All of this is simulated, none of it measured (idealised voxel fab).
Process module, titled voxel released beams
The width of the displayed cross-section, cut, is 245 nm; its cells are square, with a size of 5 nm.
Heads up, the way a cross-section reads in here is a grid of square cells, handed over as bands from the top down, with every band being one or more rows of cells. Top, bottom (nm), then materials left to right with widths (nm); lone material tagged "everywhere" fills the whole band edge to edge; "empty" = empty space. Height reference: 0 = level under which incoming wafer is all one material. Lowest band: no bottom, runs on downward, e.g. "0..down". A width such as "30->40" changes by the same amount from each row of cells to the next, from the band's top row to its bottom row. Given "stayed the same" for a step, no cell of the cross-section differs between before and after that step. Voids not open to the top, 8 cells minimum: see "Sealed void inventory". Written width x height at distance; distance is from the left edge; nm. The remark found on a step's line after its settings is issued by the simulator itself and pertains to that step. For masked steps, "overlay nm" on the step line gives how far right of plan the mask actually lay; a minus sign means it lay to the left.

-- The process steps that were planned are listed below
1 RECEIVE | material Si
2 CONFORMAL_DEP | material SiN | thk nm 5
3 DIRECTIONAL_DEP | material SiO2 | thk nm 10
4 DIRECTIONAL_DEP | material aC | thk nm 15
5 PATTERN | tone open | mask id ANCHOR | material resist | width nm 35 | thk nm 35 | overlay nm 0
6 DIRECTIONAL_ETCH | etch materials aC | depth nm 15
7 STRIP | etch materials resist
8 DIRECTIONAL_ETCH | etch materials SiO2 | depth nm 10
9 STRIP | etch materials aC
10 CONFORMAL_DEP | material polySi | thk nm 15
11 PATTERN | tone cover | mask id BEAM | material resist | width nm 110 | thk nm 15 | overlay nm 0
12 DIRECTIONAL_ETCH | etch materials polySi | depth nm 15
13 STRIP | etch materials resist
14 STRIP | etch materials SiO2

-- Cross-section of the incoming wafer, state after step 1
> 0..down: Si everywhere
> Sealed void inventory: none

-- The following cross-section depicts the wafer upon conclusion of the module. Processing commenced from the starting condition illustrated above and adhered to the plan illustrated above, save for one mistake in execution
> 30..15: 65 nm empty, then 110 nm polySi, then 70 nm empty
> 15..0: SiN everywhere
> 0..down: Si everywhere
> Sealed void inventory: none
What was the processing mistake? step 3 was processed under conditions differing from the plan, specifically as DIRECTIONAL_DEP | material SiN | thk nm 10
